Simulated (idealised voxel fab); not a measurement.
The name of this process module is voxel wiring stack.
The cross-section on display is named cut; it measures 205 nm wide, and its cells are 5 nm squares.
Cross-section format: a grid of square cells, given as bands from top to bottom; each band is one or more rows of cells. It is stipulated that each band's entry specify, in nanometres, the height of the top of the band and then that of its bottom, followed by the materials of the band in left-to-right sequence, each together with its width in nanometres. A single material marked by the word "throughout" is understood to fill the band from edge to edge; the word "air" is understood to denote empty space. A quick word on heights: they are counted from 0, and under that level the wafer as it came to us is one material throughout. The lowest band is different from the rest in having no bottom; it simply continues downward, written as in "0..down". A two-number width, for instance "30->40", indicates that the width is equal to the first number in the top row of the band and to the second number in the bottom row, and that it changes by a constant amount per row of cells. Where a step carries "all unchanged", the cross-section came out of it unchanged, cell for cell. Closed empty spaces (no open way to the top) of 8 cells or more are what "Sealed-off cavities" lists, each as width x height at distance from the left edge, nm for all three. after a step's settings: what the simulator itself notes on the step. Among the settings permitted on a step's line is "overlay nm"; applied to a step with a mask, it specifies the extent to which the mask lay to the right of its planned position, whereas a negative figure signifies a position to the left.
The steps planned for the process are as follows
step 1: RECEIVE with material Si
step 2: CONFORMAL_DEP with material SiO2, thk nm 15
step 3: CONFORMAL_DEP with material SiCN, thk nm 5
step 4: DIRECTIONAL_DEP with material SiO2, thk nm 25
step 5: PATTERN with tone open, mask id METAL_1, material resist, width nm 30, pitch nm 45, thk nm 15, overlay nm 0
step 6: DIRECTIONAL_ETCH with etch materials SiO2, depth nm 25
step 7: DIRECTIONAL_ETCH with etch materials SiCN, depth nm 5
step 8: STRIP with etch materials resist
step 9: CONFORMAL_DEP with material TiN, thk nm 5
step 10: FILL_DEP with material Ru, thk nm 10
step 11: CMP with height nm 45
step 12: CONFORMAL_DEP with material SiCN, thk nm 5
step 13: DIRECTIONAL_DEP with material lowk, thk nm 15
step 14: DIRECTIONAL_DEP with material aC, thk nm 10
step 15: PATTERN with tone open, mask id PLUG_1, material resist, width nm 15, pitch nm 45, thk nm 25, overlay nm 0
step 16: DIRECTIONAL_ETCH with etch materials aC, depth nm 10
step 17: STRIP with etch materials resist
step 18: DIRECTIONAL_ETCH with etch materials lowk, depth nm 15
step 19: DIRECTIONAL_ETCH with etch materials SiCN, depth nm 5
step 20: STRIP with etch materials aC
step 21: EPI with material Ru, thk nm 10
step 22: EPI with material Ru, thk nm 10
step 23: DIRECTIONAL_DEP with material TiN, thk nm 5
step 24: DIRECTIONAL_DEP with material W, thk nm 15
step 25: DIRECTIONAL_DEP with material aC, thk nm 15
step 26: PATTERN with tone cover, mask id METAL_2, material resist, width nm 30, pitch nm 45, thk nm 30, overlay nm 0
step 27: DIRECTIONAL_ETCH with etch materials aC, depth nm 15
step 28: STRIP with etch materials resist
step 29: DIRECTIONAL_ETCH with etch materials W, depth nm 15
step 30: DIRECTIONAL_ETCH with etch materials TiN, depth nm 5
step 31: STRIP with etch materials aC
step 32: FILL_DEP with material SiO2, thk nm 5
step 33: CMP with height nm 85
step 34: CONFORMAL_DEP with material SiCN, thk nm 5
step 35: DIRECTIONAL_DEP with material lowk, thk nm 30
step 36: PATTERN with tone open, mask id METAL_3, material resist, width nm 30, pitch nm 45, thk nm 15, overlay nm 0
step 37: DIRECTIONAL_ETCH with etch materials lowk, depth nm 15
step 38: STRIP with etch materials resist
step 39: MASKED_ETCH with tone open, mask id METAL_3_HOLES, width nm 15, etch materials lowk, depth nm 15, overlay nm 0
step 40: MASKED_ETCH with tone open, mask id METAL_3_HOLES, width nm 15, etch materials SiCN, depth nm 5, overlay nm 0
step 41: CONFORMAL_DEP with material TiN, thk nm 5
step 42: FILL_DEP with material Cu, thk nm 10
step 43: CMP with height nm 120
step 44: CONFORMAL_DEP with material SiCN, thk nm 5
step 45: DIRECTIONAL_DEP with material lowk, thk nm 30
step 46: DIRECTIONAL_DEP with material aC, thk nm 10
step 47: PATTERN with tone open, mask id METAL_4, material resist, width nm 30, pitch nm 45, thk nm 30, overlay nm 0
step 48: DIRECTIONAL_ETCH with etch materials aC, depth nm 10
step 49: STRIP with etch materials resist
step 50: DIRECTIONAL_ETCH with etch materials lowk, depth nm 15
step 51: STRIP with etch materials aC
step 52: DIRECTIONAL_DEP with material aC, thk nm 10
step 53: PATTERN with tone open, mask id METAL_4_HOLES, material resist, width nm 15, thk nm 30, overlay nm 0
step 54: DIRECTIONAL_ETCH with etch materials aC, depth nm 10
step 55: STRIP with etch materials resist
step 56: DIRECTIONAL_ETCH with etch materials lowk, depth nm 15
step 57: DIRECTIONAL_ETCH with etch materials SiCN, depth nm 5
step 58: STRIP with etch materials aC
step 59: CONFORMAL_DEP with material TiN, thk nm 5
step 60: FILL_DEP with material Cu, thk nm 10
step 61: CMP with height nm 155
step 62: CONFORMAL_DEP with material SiCN, thk nm 5
Cross-section: wafer on arrival = after step 1
	0..down  Si throughout
	Sealed-off cavities: none
First wafer of two, sectioned at end of module; run went per plan
	160..155  SiCN throughout
	155..145  lowk: 65 / TiN: 5 / Cu: 20 / TiN: 5 / lowk: 15 / TiN: 5 / Cu: 20 / TiN: 5 / lowk: 65
	145..140  lowk: 65 / TiN: 5 / Cu: 5 / TiN: 20 / lowk: 15 / TiN: 30 / lowk: 65
	140..125  lowk: 65 / TiN: 5 / Cu: 5 / TiN: 5 / lowk: 125
	125..120  SiCN: 65 / TiN: 15 / SiCN: 125
	120..110  lowk: 65 / TiN: 5 / Cu: 20 / TiN: 5 / lowk: 15 / TiN: 5 / Cu: 20 / TiN: 5 / lowk: 65
	110..105  lowk: 65 / TiN: 5 / Cu: 5 / TiN: 20 / lowk: 15 / TiN: 30 / lowk: 65
	105..90  lowk: 65 / TiN: 5 / Cu: 5 / TiN: 5 / lowk: 125
	90..85  SiCN: 65 / TiN: 15 / SiCN: 125
	85..70  SiO2: 65 / W: 30 / SiO2: 15 / W: 30 / SiO2: 65
	70..65  SiO2: 65 / TiN: 30 / SiO2: 15 / TiN: 30 / SiO2: 65
	65..50  lowk: 65 / Ru: 15 / lowk: 30 / Ru: 15 / lowk: 80
	50..45  SiCN: 65 / Ru: 15 / SiCN: 30 / Ru: 15 / SiCN: 80
	45..20  SiO2: 65 / TiN: 5 / Ru: 20 / TiN: 5 / SiO2: 15 / TiN: 5 / Ru: 20 / TiN: 5 / SiO2: 65
	20..15  SiCN: 65 / TiN: 30 / SiCN: 15 / TiN: 30 / SiCN: 65
	15..0  SiO2 throughout
	0..down  Si throughout
	Sealed-off cavities: none
Wafer two, sectioned after the module: the first wafer's start, the first wafer's plan, and one mistake in how it was run
	160..155  SiCN throughout
	155..145  lowk: 65 / TiN: 5 / Cu: 20 / TiN: 5 / lowk: 15 / TiN: 5 / Cu: 20 / TiN: 5 / lowk: 65
	145..140  lowk: 65 / TiN: 5 / Cu: 5 / TiN: 20 / lowk: 15 / TiN: 30 / lowk: 65
	140..125  lowk: 65 / TiN: 5 / Cu: 5 / TiN: 5 / lowk: 125
	125..120  SiCN: 65 / TiN: 15 / SiCN: 125
	120..110  lowk: 65 / TiN: 5 / Cu: 20 / TiN: 5 / lowk: 15 / TiN: 5 / Cu: 20 / TiN: 5 / lowk: 65
	110..105  lowk: 65 / TiN: 5 / Cu: 5 / TiN: 20 / lowk: 15 / TiN: 30 / lowk: 65
	105..90  lowk: 65 / TiN: 5 / Cu: 5 / TiN: 5 / lowk: 125
	90..85  SiCN: 65 / TiN: 15 / SiCN: 125
	85..70  lowk throughout
	70..65  TiN throughout
	65..50  lowk: 65 / Ru: 15 / lowk: 30 / Ru: 15 / lowk: 80
	50..45  SiCN: 65 / Ru: 15 / SiCN: 30 / Ru: 15 / SiCN: 80
	45..20  SiO2: 65 / TiN: 5 / Ru: 20 / TiN: 5 / SiO2: 15 / TiN: 5 / Ru: 20 / TiN: 5 / SiO2: 65
	20..15  SiCN: 65 / TiN: 30 / SiCN: 15 / TiN: 30 / SiCN: 65
	15..0  SiO2 throughout
	0..down  Si throughout
	Sealed-off cavities: none
What was the processing mistake? so step 24 ended up running with a different setting than we planned, it ran as DIRECTIONAL_DEP with material lowk, thk nm 15
End check, counted in cells, second wafer has more or fewer of these materials than the first: -116 SiO2; +29 TiN; -36 W; +123 lowk
